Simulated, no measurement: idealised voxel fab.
A process module follows: voxel fin reveal.
Xsec cut, 295 nm wide, square cell size 5 nm.
Format of a cross-section: grid, square cells. Given as bands. Order: top down. Band: one or more rows of cells. This entry defines a band. It first specifies the height of the band's top and the height of its bottom in nm, and then specifies the band's materials from left to right, stating each material with its width in nm. The word "everywhere" identifies a single material that fills the band from edge to edge, while the word "air" identifies empty space. Convention: height 0 is the level below which the wafer, as received, is all one material. The lowest band does not terminate at the bottom but continues downward, represented as "top 0, no bottom". Width: "30..40" (first number = top row, second number = bottom row, same change from row to row of cells). A step reported as "nothing different" is a step in which no cell of the cross-section changed. Entry "Fully sealed cavities". Content: empty spaces with no open connection to the top, size 8 cells or greater. Each: width x height at distance. Distance: from left edge. Unit: nm. That trailing text on a step's line, after the settings, is the simulator's own remark on the step. overlay nm: for a step with a mask, the amount by which the mask lay right of where it was planned; a negative amount means left of it.

### The planned process steps are enumerated hereunder
1. op RECEIVE | material Si
2. op CONFORMAL_DEP | material SiN | thk nm 10
3. op MASKED_ETCH | tone cover | mask id FINS | width nm 15 | pitch nm 45 | etch materials SiN | depth nm 10 | overlay nm 0
4. op MASKED_ETCH | tone cover | mask id FINS | width nm 15 | pitch nm 45 | etch materials Si | depth nm 40 | overlay nm 0
5. op OXIDIZE | depth nm 5
6. op FILL_DEP | material SiO2 | thk nm 15
7. op CMP | height nm 10
8. op SELECTIVE_ETCH | etch materials SiO2 | depth nm 25
9. op STRIP | etch materials SiN

### Incoming wafer in cross-section (state: after step 1)
* top 0, no bottom = Si everywhere
* Fully sealed cavities: none

### First of two wafers: cross-section at end of module, run per plan
* top 0, bottom -15 = air 120 | Si 5 | air 40 | Si 5 | air 125
* top -15, bottom -45 = SiO2 120 | Si 5 | SiO2 40 | Si 5 | SiO2 125
* top -45, no bottom = Si everywhere
* Fully sealed cavities: none

### Wafer two, end of module, cross-section. Same start, same plan as wafer one. One mistake in the run
* top 0, bottom -15 = air 120 | Si 10 | air 35 | Si 10 | air 120
* top -15, bottom -45 = SiO2 120 | Si 10 | SiO2 35 | Si 10 | SiO2 120
* top -45, no bottom = Si everywhere
* Fully sealed cavities: none
Error vs. plan: step 3 off recipe, ran as op MASKED_ETCH | tone cover | mask id FINS | width nm 20 | pitch nm 45 | etch materials SiN | depth nm 10 | overlay nm 0
End of process, cell counts, second wafer against first, materials with more or fewer: 18 more of Si, 12 fewer of SiO2
